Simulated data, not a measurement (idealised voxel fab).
process module | voxel capacitor over wiring
cross-section cut | 230 nm wide | cells 5 nm
A cross-section is a grid of square cells, given in bands from the top down. A band is one or more rows of cells.
Each band's line starts with the height of the band's top and of its bottom, in nm. Then come its materials from left to right, each with its width in nm. One material with "throughout" fills the band from edge to edge. "air" is empty space.
Height 0 is the level under which the wafer as received is all one material. The lowest band goes on downwards, as in "0 down".
A width such as "30 to 40" changes by the same amount from each row of cells to the next, from the band's top row to its bottom row.
"no change" after a step means that no cell of the cross-section changed.
closed voids: empty space of 8 cells or more with no open way to the top, each as width x height at its distance from the left edge, in nm
after a step's settings: what the simulator itself notes on the step
overlay nm, on a step with a mask: how far to the right of its planned place the mask lay; to the left if negative
plan
1 op RECEIVE | material Si
2 op CONFORMAL_DEP | material SiO2 | thk nm 15
3 op CONFORMAL_DEP | material SiCN | thk nm 5
4 op DIRECTIONAL_DEP | material lowk | thk nm 15
5 op PATTERN | tone open | mask id METAL_1 | material resist | width nm 25 | pitch nm 75 | thk nm 15 | overlay nm 0
6 op DIRECTIONAL_ETCH | etch materials lowk | depth nm 15
7 op DIRECTIONAL_ETCH | etch materials SiCN | depth nm 5
8 op STRIP | etch materials resist
9 op CONFORMAL_DEP | material TiN | thk nm 5
10 op FILL_DEP | material Ru | thk nm 5
11 op CMP | height nm 35
12 op EPI | material Ru | thk nm 5
13 op FILL_DEP | material SiCN | thk nm 5
14 op DIRECTIONAL_DEP | material SiO2 | thk nm 20
15 op DIRECTIONAL_DEP | material aC | thk nm 10
16 op PATTERN | tone open | mask id PLUG_1 | material resist | width nm 15 | thk nm 30 | overlay nm 0
17 op DIRECTIONAL_ETCH | etch materials aC | depth nm 10
18 op STRIP | etch materials resist
19 op DIRECTIONAL_ETCH | etch materials SiO2 | depth nm 20
20 op DIRECTIONAL_ETCH | etch materials SiCN | depth nm 5
21 op STRIP | etch materials aC
22 op CONFORMAL_DEP | material TiN | thk nm 5
23 op FILL_DEP | material W | thk nm 10
24 op CMP | height nm 65
25 op DIRECTIONAL_DEP | material TiN | thk nm 5
26 op DIRECTIONAL_DEP | material HfO2 | thk nm 5
27 op DIRECTIONAL_DEP | material TiN | thk nm 5
28 op MASKED_ETCH | tone cover | mask id UPPER_PLATE | width nm 55 | etch materials TiN | depth nm 5 | overlay nm 0
29 op MASKED_ETCH | tone cover | mask id UPPER_PLATE | width nm 55 | etch materials HfO2 | depth nm 5 | overlay nm 0
30 op MASKED_ETCH | tone cover | mask id LOWER_PLATE | width nm 65 | etch materials TiN | depth nm 5 | overlay nm 0
31 op FILL_DEP | material SiO2 | thk nm 15
32 op CMP | height nm 90
33 op MASKED_ETCH | tone open | mask id PLUG_2 | width nm 15 | etch materials SiO2 | depth nm 10 | overlay nm 0
34 op CONFORMAL_DEP | material TiN | thk nm 5
35 op FILL_DEP | material Cu | thk nm 5
36 op CMP | height nm 90
37 op CONFORMAL_DEP | material SiN | thk nm 5
varied across the wafers: thk nm of step 27. The plan shows the first wafer's value. All wafers start alike
first wafer as received, after step 1
  0 down: Si throughout
  closed voids: none
each wafer at the end: cells of each material gained (+) or lost (-) since it was received, then its closed voids
thk nm 5 | +1 Cu | +11 HfO2 | +32 Ru | +111 SiCN | +46 SiN | +499 SiO2 | +62 TiN | +4 W | +108 lowk | closed voids: none
thk nm 10 | +46 HfO2 | +32 Ru | +111 SiCN | +46 SiN | +421 SiO2 | +106 TiN | +4 W | +108 lowk | closed voids: none
thk nm 15 | +46 HfO2 | +32 Ru | +111 SiCN | +46 SiN | +378 SiO2 | +149 TiN | +4 W | +108 lowk | closed voids: none
thk nm 20 | +46 HfO2 | +32 Ru | +111 SiCN | +46 SiN | +343 SiO2 | +184 TiN | +4 W | +108 lowk | closed voids: none
